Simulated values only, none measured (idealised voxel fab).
process module | voxel wiring stack
cross-section cut | 185 nm wide | cells 5 nm
A cross-section is a grid of square cells, given in bands from the top down. A band is one or more rows of cells.
Each band's line starts with the height of the band's top and of its bottom, in nm. Then come its materials from left to right, each with its width in nm. One material with "throughout" fills the band from edge to edge. "air" is empty space.
Height 0 is the level under which the wafer as received is all one material. The lowest band goes on downwards, as in "0 down".
A width such as "30 to 40" changes by the same amount from each row of cells to the next, from the band's top row to its bottom row.
"no change" after a step means that no cell of the cross-section changed.
closed voids: empty space of 8 cells or more with no open way to the top, each as width x height at its distance from the left edge, in nm
after a step's settings: what the simulator itself notes on the step
overlay nm, on a step with a mask: how far to the right of its planned place the mask lay; to the left if negative
plan
1 op RECEIVE | material Si
2 op CONFORMAL_DEP | material SiO2 | thk nm 15
3 op DIRECTIONAL_DEP | material TiN | thk nm 5
4 op DIRECTIONAL_DEP | material W | thk nm 25
5 op DIRECTIONAL_DEP | material aC | thk nm 10
6 op PATTERN | tone cover | mask id METAL_1 | material resist | width nm 25 | pitch nm 55 | thk nm 30 | overlay nm 0
7 op DIRECTIONAL_ETCH | etch materials aC | depth nm 10
8 op STRIP | etch materials resist
9 op DIRECTIONAL_ETCH | etch materials W | depth nm 25
10 op DIRECTIONAL_ETCH | etch materials TiN | depth nm 5
11 op STRIP | etch materials aC
12 op CONFORMAL_DEP | material SiN | thk nm 5
13 op FILL_DEP | material lowk | thk nm 5
14 op CMP | height nm 45
15 op CONFORMAL_DEP | material SiCN | thk nm 5
16 op DIRECTIONAL_DEP | material lowk | thk nm 20
17 op DIRECTIONAL_DEP | material aC | thk nm 10
18 op PATTERN | tone open | mask id PLUG_1 | material resist | width nm 15 | pitch nm 110 | thk nm 25 | overlay nm 0
19 op DIRECTIONAL_ETCH | etch materials aC | depth nm 10
20 op STRIP | etch materials resist
21 op DIRECTIONAL_ETCH | etch materials lowk | depth nm 20
22 op DIRECTIONAL_ETCH | etch materials SiCN | depth nm 5
23 op STRIP | etch materials aC
24 op CONFORMAL_DEP | material TiN | thk nm 5
25 op FILL_DEP | material W | thk nm 5
26 op CMP | height nm 70
27 op CONFORMAL_DEP | material SiN | thk nm 5
28 op DIRECTIONAL_DEP | material lowk | thk nm 15
29 op MASKED_ETCH | tone open | mask id METAL_2 | width nm 25 | pitch nm 55 | etch materials lowk | depth nm 15 | overlay nm 0
30 op MASKED_ETCH | tone open | mask id METAL_2 | width nm 25 | pitch nm 55 | etch materials SiN | depth nm 5 | overlay nm 0
31 op CONFORMAL_DEP | material TiN | thk nm 5
32 op FILL_DEP | material Cu | thk nm 10
33 op CMP | height nm 90
34 op EPI | material Ru | thk nm 5
35 op FILL_DEP | material SiCN | thk nm 5
36 op DIRECTIONAL_DEP | material lowk | thk nm 10
37 op PATTERN | tone open | mask id PLUG_2 | material resist | width nm 15 | pitch nm 55 | thk nm 15 | overlay nm 0
38 op DIRECTIONAL_ETCH | etch materials lowk | depth nm 10
39 op DIRECTIONAL_ETCH | etch materials SiCN | depth nm 5
40 op STRIP | etch materials resist
41 op CONFORMAL_DEP | material TiN | thk nm 5
42 op FILL_DEP | material W | thk nm 10
43 op CMP | height nm 110
44 op CONFORMAL_DEP | material SiCN | thk nm 5
45 op DIRECTIONAL_DEP | material lowk | thk nm 15
46 op MASKED_ETCH | tone open | mask id METAL_3 | width nm 25 | pitch nm 55 | etch materials lowk | depth nm 15 | overlay nm 0
47 op MASKED_ETCH | tone open | mask id METAL_3 | width nm 25 | pitch nm 55 | etch materials SiCN | depth nm 5 | overlay nm 0
48 op CONFORMAL_DEP | material TiN | thk nm 5
49 op FILL_DEP | material Ru | thk nm 10
50 op CMP | height nm 130
51 op EPI | material Ru | thk nm 5
52 op FILL_DEP | material SiCN | thk nm 5
as received, after step 1
  0 down: Si throughout
  closed voids: none
first wafer at the end, as planned
  140 to 135: SiCN throughout
  135 to 130: SiCN 20 | Ru 35 | SiCN 20 | Ru 35 | SiCN 20 | Ru 35 | SiCN 20
  130 to 115: lowk 25 | TiN 5 | Ru 15 | TiN 5 | lowk 30 | TiN 5 | Ru 15 | TiN 5 | lowk 30 | TiN 5 | Ru 15 | TiN 5 | lowk 25
  115 to 110: SiCN 25 | TiN 25 | SiCN 30 | TiN 25 | SiCN 30 | TiN 25 | SiCN 25
  110 to 100: lowk 25 | TiN 5 | W 5 | TiN 5 | lowk 40 | TiN 5 | W 5 | TiN 5 | lowk 40 | TiN 5 | W 5 | TiN 5 | lowk 35
  100 to 95: SiCN 25 | TiN 15 | SiCN 40 | TiN 15 | SiCN 40 | TiN 15 | SiCN 35
  95 to 90: SiCN 20 | Ru 35 | SiCN 20 | Ru 35 | SiCN 20 | Ru 35 | SiCN 20
  90 to 75: lowk 25 | TiN 5 | Cu 15 | TiN 5 | lowk 30 | TiN 5 | Cu 15 | TiN 5 | lowk 30 | TiN 5 | Cu 15 | TiN 5 | lowk 25
  75 to 70: SiN 25 | TiN 25 | SiN 30 | TiN 25 | SiN 30 | TiN 25 | SiN 25
  70 to 50: lowk 25 | TiN 5 | W 5 | TiN 5 | lowk 95 | TiN 5 | W 5 | TiN 5 | lowk 35
  50 to 45: SiCN 25 | TiN 15 | SiCN 95 | TiN 15 | SiCN 35
  45 to 20: lowk 20 | SiN 5 | W 25 | SiN 5 | lowk 20 | SiN 5 | W 25 | SiN 5 | lowk 20 | SiN 5 | W 25 | SiN 5 | lowk 20
  20 to 15: SiN 25 | TiN 25 | SiN 30 | TiN 25 | SiN 30 | TiN 25 | SiN 25
  15 to 0: SiO2 throughout
  0 down: Si throughout
  closed voids: none
second wafer at the end: like start, like plan, one mistake
  140 to 135: SiCN throughout
  135 to 130: SiCN 20 | Ru 35 | SiCN 20 | Ru 35 | SiCN 20 | Ru 35 | SiCN 20
  130 to 115: lowk 25 | TiN 5 | Ru 15 | TiN 5 | lowk 30 | TiN 5 | Ru 15 | TiN 5 | lowk 30 | TiN 5 | Ru 15 | TiN 5 | lowk 25
  115 to 110: SiCN 25 | TiN 25 | SiCN 30 | TiN 25 | SiCN 30 | TiN 25 | SiCN 25
  110 to 100: lowk 25 | TiN 5 | W 5 | TiN 5 | lowk 40 | TiN 5 | W 5 | TiN 5 | lowk 40 | TiN 5 | W 5 | TiN 5 | lowk 35
  100 to 95: SiCN 25 | TiN 15 | SiCN 40 | TiN 15 | SiCN 40 | TiN 15 | SiCN 35
  95 to 90: SiCN 20 | Ru 35 | SiCN 20 | Ru 35 | SiCN 20 | Ru 35 | SiCN 20
  90 to 85: SiN 25 | TiN 25 | SiN 30 | TiN 25 | SiN 30 | TiN 25 | SiN 25
  85 to 70: lowk throughout
  70 to 50: lowk 25 | TiN 5 | W 5 | TiN 5 | lowk 95 | TiN 5 | W 5 | TiN 5 | lowk 35
  50 to 45: SiCN 25 | TiN 15 | SiCN 95 | TiN 15 | SiCN 35
  45 to 20: lowk 20 | SiN 5 | W 25 | SiN 5 | lowk 20 | SiN 5 | W 25 | SiN 5 | lowk 20 | SiN 5 | W 25 | SiN 5 | lowk 20
  20 to 15: SiN 25 | TiN 25 | SiN 30 | TiN 25 | SiN 30 | TiN 25 | SiN 25
  15 to 0: SiO2 throughout
  0 down: Si throughout
  closed voids: none
what went wrong: steps 27 and 28 were swapped
at the end the second wafer has, in cells: 27 fewer of Cu | 18 fewer of TiN | 45 more of lowk
